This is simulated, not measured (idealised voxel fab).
Process module in this document: voxel trench capacitor
It is cross-section cut that appears here, measuring 300 nm in width, its square cells being 5 nm in size.
This document writes a cross-section as a grid whose cells are square, and gives it as bands, listed from the top down; one or more rows of cells form a band.
Top, bottom (nm), then materials left to right with widths (nm); lone material tagged "edge to edge" fills the whole band edge to edge; "blank" = empty space.
Height reference: 0 = level under which incoming wafer is all one material. Lowest band: no bottom, runs on downward, e.g. "0 and below".
Top row gets the first number, bottom row gets the second, and each row in between changes by the same step: that is how a band width like "30->40" works.
"no modifications" for a step: no cell of the cross-section changed in that step.
"Sealed voids" specifies each empty space that is not open to the top and that occupies no fewer than 8 cells, using the form width x height at distance, the distance measured from the left edge and all three quantities in nm.
It should be noted that, on the line of a given step, the content following the step's settings is a remark produced by the simulator itself with respect to that step.
Among the settings permitted on a step's line is "overlay nm"; applied to a step with a mask, it specifies the extent to which the mask lay to the right of its planned position, whereas a negative figure signifies a position to the left.

**This section lists the process steps that were planned**
1) op RECEIVE | material Si
2) op CONFORMAL_DEP | material SiN | thk nm 5
3) op DIRECTIONAL_DEP | material aC | thk nm 10
4) op PATTERN | tone open | mask id TRENCH | material resist | width nm 15 | pitch nm 35 | thk nm 25 | overlay nm 0
5) op DIRECTIONAL_ETCH | etch materials aC | depth nm 10
6) op STRIP | etch materials resist
7) op DIRECTIONAL_ETCH | etch materials SiN | depth nm 5
8) op DIRECTIONAL_ETCH | etch materials Si | depth nm 40
9) op STRIP | etch materials aC
10) op CONFORMAL_DEP | material SiO2 | thk nm 5
11) op FILL_DEP | material polySi | thk nm 5
12) op CMP | height nm 5

**Cross-section, incoming material, after step 1**
* 0 and below | Si edge to edge
* Sealed voids: none

**Wafer at module end, in section. Began as above, planned as above, run with one mistake**
* 5 down to 0 | SiN 90; SiO2 5; polySi 10; SiO2 5; SiN 15; SiO2 5; polySi 10; SiO2 5; SiN 15; SiO2 5; polySi 10; SiO2 5; SiN 15; SiO2 5; polySi 10; SiO2 5; SiN 85
* 0 down to -35 | Si 90; SiO2 5; polySi 10; SiO2 5; Si 15; SiO2 5; polySi 10; SiO2 5; Si 15; SiO2 5; polySi 10; SiO2 5; Si 15; SiO2 5; polySi 10; SiO2 5; Si 85
* -35 down to -40 | Si 90; SiO2 20; Si 15; SiO2 20; Si 15; SiO2 20; Si 15; SiO2 20; Si 85
* -40 and below | Si edge to edge
* Sealed voids: none
Plan not followed: for step 4, the planned setting was not used; the step was instead run as op PATTERN | tone open | mask id TRENCH | material resist | width nm 20 | pitch nm 35 | thk nm 25 | overlay nm 0
